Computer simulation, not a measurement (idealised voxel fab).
Process module under the name voxel tone inversion
Shown is cross-section cut, with a width of 195 nm and square cells of size 5 nm.
Reading order for cross-sections: top band down to bottom band. Underlying form: a grid of square cells. Band size: one or more rows of cells.
A band entry consists of two parts. The first gives the height of the band's top and the height of its bottom, in nm. The rest lists the band's materials from left to right, each with its width in nm. A single material labelled with the word "everywhere" fills the band from edge to edge, and the word "blank" marks empty space.
Height datum 0, below which the as-received substrate wafer is one material. Lowest band open at the bottom, running downward: "0 -> down".
Read "30 to 40" as a graded width: first number on top, second number at the bottom, same change between each pair of neighbouring rows.
Where a step carries "left unchanged", the cross-section came out of it unchanged, cell for cell.
"Closed void register" - sealed voids, min. 8 cells, no opening to top; format: width x height at distance (distance from left edge; nm throughout).
The remark found on a step's line after its settings is issued by the simulator itself and pertains to that step.
overlay nm: where the mask lay relative to plan, measured to the right, on steps with a mask; negatives go left.

Process steps - plan
step 1: op RECEIVE | material Si
step 2: op CONFORMAL_DEP | material SiN | thk nm 10
step 3: op DIRECTIONAL_DEP | material aC | thk nm 15
step 4: op PATTERN | tone cover | mask id POSTS | material resist | width nm 20 | pitch nm 45 | thk nm 25 | overlay nm 0
step 5: op DIRECTIONAL_ETCH | etch materials aC | depth nm 15
step 6: op STRIP | etch materials resist
step 7: op FILL_DEP | material lowk | thk nm 5
step 8: op CMP | height nm 25
step 9: op STRIP | etch materials aC

As-received wafer cross-section (after step 1)
    0 -> down: Si everywhere
    Closed void register: none

Module complete, cross-section. Starting point and plan per above. One mistake made in running the module
    25 -> 10: lowk (60); blank (30); lowk (15); blank (30); lowk (60)
    10 -> 0: SiN everywhere
    0 -> down: Si everywhere
    Closed void register: none
Nonconformance to the process plan: for step 4, the planned setting was not used; the step was instead run as op PATTERN | tone cover | mask id POSTS | material resist | width nm 30 | pitch nm 45 | thk nm 25 | overlay nm 0
